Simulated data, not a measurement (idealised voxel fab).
Process module, titled voxel spacer lines
The figure presents cross-section cut, which has a width of 215 nm and is divided into square cells with an edge length of 5 nm.
Throughout this document, each cross-section is represented as a grid of square cells and is presented as a sequence of bands enumerated from the top downward, where a band comprises one or more rows of cells.
Per band: top height and bottom height in nm, followed by the left-to-right materials and their widths in nm; "everywhere" marks a single material spanning edge to edge, "empty" marks empty space.
Ref level 0: as-received wafer is one material below here. Bottom band extends down with no lower bound ("top 0, no bottom").
When a width is written as two numbers, as in "30..40", the first number is the width in the top row of cells of the band and the second is the width in its bottom row, and the width changes by the same amount from each row to the next.
Take "remained the same" at face value: in the step it is given for, the cross-section changed in none of its cells.
For the entry "Closed cavities", the listed items are empty spaces with no open way to the top whose size is 8 cells or more; each item follows the pattern width x height at distance, where distance is from the left edge and all three are in nm.
It should be noted that, on the line of a given step, the content following the step's settings is a remark produced by the simulator itself with respect to that step.
"overlay nm" on a masked step: distance the mask lay right of its planned place, negative for left.
This section lists the process steps that were planned:
step 1: RECEIVE with material Si
step 2: CONFORMAL_DEP with material Al2O3, thk nm 10
step 3: DIRECTIONAL_DEP with material SiN, thk nm 15
step 4: DIRECTIONAL_DEP with material polySi, thk nm 30
step 5: PATTERN with tone cover, mask id MANDREL, material resist, width nm 20, pitch nm 60, thk nm 35, overlay nm 0
step 6: DIRECTIONAL_ETCH with etch materials polySi, depth nm 30
step 7: STRIP with etch materials resist
step 8: CONFORMAL_DEP with material SiO2, thk nm 10
step 9: DIRECTIONAL_ETCH with etch materials SiO2, depth nm 10
step 10: STRIP with etch materials polySi
step 11: DIRECTIONAL_ETCH with etch materials SiN, depth nm 15
step 12: STRIP with etch materials SiO2
Cross-section, incoming material, after step 1:
    top 0, no bottom | Si everywhere
    Closed cavities: none
Post-module cross-section: identical start and plan to those above, one misstep in execution:
    top 40, bottom 25 | empty (55)  SiN (10)  empty (20)  SiN (10)  empty (20)  SiN (10)  empty (20)  SiN (10)  empty (60)
    top 25, bottom 10 | SiN everywhere
    top 10, bottom 0 | Al2O3 everywhere
    top 0, no bottom | Si everywhere
    Closed cavities: none
So what did we get wrong on this run? the plan's step 3 ran twice
